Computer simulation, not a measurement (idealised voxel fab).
This is a process module. Its name is voxel tone inversion.
In the cross-section labelled cut, the width is 260 nm and each square cell is 5 nm.
If you're reading a cross-section in this doc, picture square cells in a grid; it comes to you as bands, top ones listed first down to the bottom, and a band can be one or more rows of cells.
Heads up on the band format: heights come first, top then bottom, in nm. After that it's the materials left to right, each with its width in nm. A single material flagged "throughout" fills the whole band edge to edge, and "air" means there's empty space there.
Measure heights from 0. That's the level where, below it, the as-received wafer is all one material. The lowest band is bottomless and extends downward; write it as in "0 -> down".
Quick explanation for "30 to 40": the width changes in equal steps down the rows of cells, from the first number in the band's top row to the second number in its bottom row.
No cell of the cross-section changed in a step that is given as "no change occurred".
In the "Enclosed internal voids" entry, you get each enclosed empty space of 8 cells or more, one with no open way to the top, written width x height at distance, distance from the left edge, in nm.
Text after the settings on a step's line: the simulator's own remark on that step.
The setting "overlay nm" may be written on the line of a step. When the step uses a mask, the value reports how far to the right of the planned place the mask lay, and a negative value reports that it lay to the left.
# This section lists the process steps that were planned
1) RECEIVE [material Si]
2) CONFORMAL_DEP [material SiCN] [thk nm 10]
3) DIRECTIONAL_DEP [material polySi] [thk nm 25]
4) PATTERN [tone cover] [mask id POSTS] [material resist] [width nm 20] [pitch nm 45] [thk nm 30] [overlay nm 0]
5) DIRECTIONAL_ETCH [etch materials polySi] [depth nm 25]
6) STRIP [etch materials resist]
7) FILL_DEP [material lowk] [thk nm 10]
8) CMP [height nm 35]
9) STRIP [etch materials polySi]
# Cross-section of the wafer upon arrival, representing the state reached after step 1
* 0 -> down | Si throughout
* Enclosed internal voids: none
# One mistake in running the module, otherwise start and plan as above: cross-section at the end
* 35 -> 25 | SiCN throughout
* 25 -> 0 | polySi throughout
* 0 -> down | Si throughout
* Enclosed internal voids: none
What was the processing mistake? steps 2 and 3 traded places in the executed sequence
